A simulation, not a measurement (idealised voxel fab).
Presented below is a process module, voxel trench capacitor.
For reference, the cross-section in this document is cut, with width 145 nm and square cells of 5 nm.
Cross-section spec: square-cell grid; bands listed top down; each band is one or more rows. A band entry consists of two parts. The first gives the height of the band's top and the height of its bottom, in nm. The rest lists the band's materials from left to right, each with its width in nm. A single material labelled with the word "all across" fills the band from edge to edge, and the word "blank" marks empty space. Height reference: 0 = level under which incoming wafer is all one material. Lowest band: no bottom, runs on downward, e.g. "0 nm and below". Width "30 to 40": first value at the band's top row of cells, second value at its bottom row, equal change from row to row. "nothing was modified" -> step changed no cross-section cell. Each empty space that has no open way to the top and spans at least 8 cells appears under "Closed internal voids" as width x height at distance, the distance counted from the left edge, all in nm. What comes after the settings on a step's line is commentary from the simulator itself on that step. The "overlay nm" setting may appear on a step's line; for a step that uses a mask, it gives how far to the right of its planned position the mask lay, and a negative value indicates the left.
The planned process steps are enumerated hereunder:
| 1 | RECEIVE with material Si |
| 2 | CONFORMAL_DEP with material SiN, thk nm 5 |
| 3 | DIRECTIONAL_DEP with material aC, thk nm 15 |
| 4 | PATTERN with tone open, mask id TRENCH, material resist, width nm 20, pitch nm 35, thk nm 35, overlay nm 0 |
| 5 | DIRECTIONAL_ETCH with etch materials aC, depth nm 15 |
| 6 | STRIP with etch materials resist |
| 7 | DIRECTIONAL_ETCH with etch materials SiN, depth nm 5 |
| 8 | DIRECTIONAL_ETCH with etch materials Si, depth nm 35 |
| 9 | STRIP with etch materials aC |
| 10 | CONFORMAL_DEP with material SiO2, thk nm 5 |
| 11 | FILL_DEP with material polySi, thk nm 10 |
| 12 | CMP with height nm 5 |
First wafer, as planned:
Cross-section of the wafer at receipt, which is the condition after step 1:
  0 nm and below: Si all across
  Closed internal voids: none
Presented here is a cross-section of the wafer after step 2 has been performed:
  5 nm to 0 nm: SiN all across
  Heights below 0 show no change.
Presented here is a cross-section of the wafer after step 3 has been performed:
  20 nm to 5 nm: aC all across
  Heights below 5 show no change.
Presented here is a cross-section of the wafer after step 4 has been performed:
  55 nm to 20 nm: 45 nm resist; 20 nm blank; 15 nm resist; 20 nm blank; 45 nm resist
  Heights below 20 show no change.
Presented here is a cross-section of the wafer after step 5 has been performed:
  40 nm to 20 nm: 45 nm resist; 20 nm blank; 15 nm resist; 20 nm blank; 45 nm resist
  20 nm to 5 nm: 45 nm aC; 20 nm blank; 15 nm aC; 20 nm blank; 45 nm aC
  Heights below 5 show no change.
Presented here is a cross-section of the wafer after step 6 has been performed:
  20 nm to 5 nm: 45 nm aC; 20 nm blank; 15 nm aC; 20 nm blank; 45 nm aC
  Heights below 5 show no change.
Presented here is a cross-section of the wafer after step 7 has been performed:
  20 nm to 5 nm: 45 nm aC; 20 nm blank; 15 nm aC; 20 nm blank; 45 nm aC
  5 nm to 0 nm: 45 nm SiN; 20 nm blank; 15 nm SiN; 20 nm blank; 45 nm SiN
  Heights below 0 show no change.
Presented here is a cross-section of the wafer after step 8 has been performed:
  20 nm to 5 nm: 45 nm aC; 20 nm blank; 15 nm aC; 20 nm blank; 45 nm aC
  5 nm to 0 nm: 45 nm SiN; 20 nm blank; 15 nm SiN; 20 nm blank; 45 nm SiN
  0 nm to -35 nm: 45 nm Si; 20 nm blank; 15 nm Si; 20 nm blank; 45 nm Si
  Heights below -35 show no change.
Presented here is a cross-section of the wafer after step 9 has been performed:
  5 nm to 0 nm: 45 nm SiN; 20 nm blank; 15 nm SiN; 20 nm blank; 45 nm SiN
  Heights below 0 show no change.
Presented here is a cross-section of the wafer after step 10 has been performed:
  10 nm to 5 nm: 50 nm SiO2; 10 nm blank; 25 nm SiO2; 10 nm blank; 50 nm SiO2
  5 nm to 0 nm: 45 nm SiN; 5 nm SiO2; 10 nm blank; 5 nm SiO2; 15 nm SiN; 5 nm SiO2; 10 nm blank; 5 nm SiO2; 45 nm SiN
  0 nm to -30 nm: 45 nm Si; 5 nm SiO2; 10 nm blank; 5 nm SiO2; 15 nm Si; 5 nm SiO2; 10 nm blank; 5 nm SiO2; 45 nm Si
  -30 nm to -35 nm: 45 nm Si; 20 nm SiO2; 15 nm Si; 20 nm SiO2; 45 nm Si
  Heights below -35 show no change.
Presented here is a cross-section of the wafer after step 11 has been performed:
  20 nm to 10 nm: polySi all across
  10 nm to 5 nm: 50 nm SiO2; 10 nm polySi; 25 nm SiO2; 10 nm polySi; 50 nm SiO2
  5 nm to 0 nm: 45 nm SiN; 5 nm SiO2; 10 nm polySi; 5 nm SiO2; 15 nm SiN; 5 nm SiO2; 10 nm polySi; 5 nm SiO2; 45 nm SiN
  0 nm to -30 nm: 45 nm Si; 5 nm SiO2; 10 nm polySi; 5 nm SiO2; 15 nm Si; 5 nm SiO2; 10 nm polySi; 5 nm SiO2; 45 nm Si
  Heights below -30 show no change.
Presented here is a cross-section of the wafer after step 12 has been performed:
  5 nm to 0 nm: 45 nm SiN; 5 nm SiO2; 10 nm polySi; 5 nm SiO2; 15 nm SiN; 5 nm SiO2; 10 nm polySi; 5 nm SiO2; 45 nm SiN
  Heights below 0 show no change.
Wafer two. Same start, same plan, one slip in execution. Same as wafer one through step 3, inclusive:
Cross-section of the second wafer corresponding to the planned conclusion of step 4:
  55 nm to 20 nm: 40 nm resist; 20 nm blank; 15 nm resist; 20 nm blank; 50 nm resist
  Heights below 20 show no change.
Cross-section of the second wafer corresponding to the planned conclusion of step 5:
  40 nm to 20 nm: 40 nm resist; 20 nm blank; 15 nm resist; 20 nm blank; 50 nm resist
  20 nm to 5 nm: 40 nm aC; 20 nm blank; 15 nm aC; 20 nm blank; 50 nm aC
  Heights below 5 show no change.
Cross-section of the second wafer corresponding to the planned conclusion of step 6:
  20 nm to 5 nm: 40 nm aC; 20 nm blank; 15 nm aC; 20 nm blank; 50 nm aC
  Heights below 5 show no change.
Cross-section of the second wafer corresponding to the planned conclusion of step 7:
  20 nm to 5 nm: 40 nm aC; 20 nm blank; 15 nm aC; 20 nm blank; 50 nm aC
  5 nm to 0 nm: 40 nm SiN; 20 nm blank; 15 nm SiN; 20 nm blank; 50 nm SiN
  Heights below 0 show no change.
Cross-section of the second wafer corresponding to the planned conclusion of step 8:
  20 nm to 5 nm: 40 nm aC; 20 nm blank; 15 nm aC; 20 nm blank; 50 nm aC
  5 nm to 0 nm: 40 nm SiN; 20 nm blank; 15 nm SiN; 20 nm blank; 50 nm SiN
  0 nm to -35 nm: 40 nm Si; 20 nm blank; 15 nm Si; 20 nm blank; 50 nm Si
  Heights below -35 show no change.
Cross-section of the second wafer corresponding to the planned conclusion of step 9:
  5 nm to 0 nm: 40 nm SiN; 20 nm blank; 15 nm SiN; 20 nm blank; 50 nm SiN
  Heights below 0 show no change.
Cross-section of the second wafer corresponding to the planned conclusion of step 10:
  10 nm to 5 nm: 45 nm SiO2; 10 nm blank; 25 nm SiO2; 10 nm blank; 55 nm SiO2
  5 nm to 0 nm: 40 nm SiN; 5 nm SiO2; 10 nm blank; 5 nm SiO2; 15 nm SiN; 5 nm SiO2; 10 nm blank; 5 nm SiO2; 50 nm SiN
  0 nm to -30 nm: 40 nm Si; 5 nm SiO2; 10 nm blank; 5 nm SiO2; 15 nm Si; 5 nm SiO2; 10 nm blank; 5 nm SiO2; 50 nm Si
  -30 nm to -35 nm: 40 nm Si; 20 nm SiO2; 15 nm Si; 20 nm SiO2; 50 nm Si
  Heights below -35 show no change.
Cross-section of the second wafer corresponding to the planned conclusion of step 11:
  20 nm to 10 nm: polySi all across
  10 nm to 5 nm: 45 nm SiO2; 10 nm polySi; 25 nm SiO2; 10 nm polySi; 55 nm SiO2
  5 nm to 0 nm: 40 nm SiN; 5 nm SiO2; 10 nm polySi; 5 nm SiO2; 15 nm SiN; 5 nm SiO2; 10 nm polySi; 5 nm SiO2; 50 nm SiN
  0 nm to -30 nm: 40 nm Si; 5 nm SiO2; 10 nm polySi; 5 nm SiO2; 15 nm Si; 5 nm SiO2; 10 nm polySi; 5 nm SiO2; 50 nm Si
  Heights below -30 show no change.
Cross-section of the second wafer corresponding to the planned conclusion of step 12:
  5 nm to 0 nm: 40 nm SiN; 5 nm SiO2; 10 nm polySi; 5 nm SiO2; 15 nm SiN; 5 nm SiO2; 10 nm polySi; 5 nm SiO2; 50 nm SiN
  Heights below 0 show no change.
Deviation noted in wafer processing: so step 4 ended up running with a different setting than we planned, it ran as PATTERN with tone open, mask id TRENCH, material resist, width nm 20, pitch nm 35, thk nm 35, overlay nm -5
at the end the second wafer has, in cells: as many of each material as the first, in other places
